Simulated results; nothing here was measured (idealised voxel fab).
Module name: voxel self aligned contacts (process module)
This is section cut - it's 185 nm across, gridded in 5 nm square cells.
Cross-section spec: square-cell grid; bands listed top down; each band is one or more rows. First you get the band's top height and its bottom height, in nm, and then the materials it's made of, left to right, with each width in nm. If you see a single material with "everywhere", that one covers the band edge to edge. "air" is empty space. Height is counted from the level 0, under which the received wafer is composed throughout of one material. The lowest of the bands is not closed at the bottom but continues downward, in the notation "0 and below". Width "30 to 40": first value at the band's top row of cells, second value at its bottom row, equal change from row to row. A step reported as "no modification" is a step in which no cell of the cross-section changed. Sealed-off cavities: empty space of 8 cells or more with no open way to the top, each as width x height at its distance from the left edge, in nm. after a step's settings: what the simulator itself notes on the step. For masked steps, "overlay nm" on the step line gives how far right of plan the mask actually lay; a minus sign means it lay to the left.
The planned process steps are enumerated hereunder
- 1: RECEIVE,material Si
- 2: CONFORMAL_DEP,material SiO2,thk nm 5
- 3: DIRECTIONAL_DEP,material polySi,thk nm 25
- 4: DIRECTIONAL_DEP,material SiN,thk nm 20
- 5: PATTERN,tone cover,mask id GATE,material resist,width nm 25,pitch nm 60,thk nm 20,overlay nm 0
- 6: DIRECTIONAL_ETCH,etch materials SiN,depth nm 20
- 7: DIRECTIONAL_ETCH,etch materials polySi,depth nm 25
- 8: STRIP,etch materials resist
- 9: CONFORMAL_DEP,material SiN,thk nm 5
- 10: DIRECTIONAL_ETCH,etch materials SiN,depth nm 5
- 11: FILL_DEP,material SiO2,thk nm 20
- 12: CMP,height nm 60
- 13: PATTERN,tone open,mask id CONTACT,material resist,width nm 45,pitch nm 60,thk nm 15,overlay nm 0
- 14: DIRECTIONAL_ETCH,etch materials SiO2,depth nm 60
- 15: STRIP,etch materials resist
- 16: CONFORMAL_DEP,material TiN,thk nm 5
- 17: FILL_DEP,material Ru,thk nm 10
- 18: CMP,height nm 60
- 19: CONFORMAL_DEP,material SiCN,thk nm 5
So this is the incoming wafer in cross-section - it's already been through step 1
0 and below: Si everywhere
Sealed-off cavities: none
The first of the two wafers as seen in cross-section once the module was finished; processing followed the plan
65 down to 60: SiCN everywhere
60 down to 50: SiO2 40 nm / TiN 5 to 15 nm / Ru 35 to 15 nm / TiN 5 to 15 nm / SiO2 15 nm / TiN 5 to 15 nm / Ru 35 to 15 nm / TiN 5 to 15 nm / SiO2 40 nm
50 down to 30: SiO2 15 nm / SiN 35 nm / TiN 5 nm / Ru 15 nm / TiN 5 nm / SiN 35 nm / TiN 5 nm / Ru 15 nm / TiN 5 nm / SiN 35 nm / SiO2 15 nm
30 down to 5: SiO2 15 nm / SiN 5 nm / polySi 25 nm / SiN 5 nm / TiN 5 nm / Ru 15 nm / TiN 5 nm / SiN 5 nm / polySi 25 nm / SiN 5 nm / TiN 5 nm / Ru 15 nm / TiN 5 nm / SiN 5 nm / polySi 25 nm / SiN 5 nm / SiO2 15 nm
5 down to 0: SiO2 50 nm / TiN 25 nm / SiO2 35 nm / TiN 25 nm / SiO2 50 nm
0 and below: Si everywhere
Sealed-off cavities: none
Second wafer of the two, sectioned at the end of the module. It began like the first and followed the same plan, but one mistake was made while running it
65 down to 60: SiCN everywhere
60 down to 50: SiO2 40 nm / TiN 5 to 20 nm / Ru 35 to 10 nm / TiN 5 to 15 nm / SiO2 15 nm / TiN 5 to 20 nm / Ru 35 to 10 nm / TiN 5 to 15 nm / SiO2 40 nm
50 down to 30: SiO2 15 nm / SiN 40 nm / TiN 5 nm / Ru 10 nm / TiN 5 nm / SiN 40 nm / TiN 5 nm / Ru 10 nm / TiN 5 nm / SiN 40 nm / SiO2 10 nm
30 down to 5: SiO2 15 nm / SiN 5 nm / polySi 30 nm / SiN 5 nm / TiN 5 nm / Ru 10 nm / TiN 5 nm / SiN 5 nm / polySi 30 nm / SiN 5 nm / TiN 5 nm / Ru 10 nm / TiN 5 nm / SiN 5 nm / polySi 30 nm / SiN 5 nm / SiO2 10 nm
5 down to 0: SiO2 55 nm / TiN 20 nm / SiO2 40 nm / TiN 20 nm / SiO2 50 nm
0 and below: Si everywhere
Sealed-off cavities: none
Run error: step 5 deviated from plan and actually ran as PATTERN,tone cover,mask id GATE,material resist,width nm 30,pitch nm 60,thk nm 20,overlay nm 0
It is noted that, at the conclusion of processing, the second wafer exhibits a higher or lower cell count for certain materials relative to the first: Ru -20, SiN +12, SiO2 -7, polySi +15
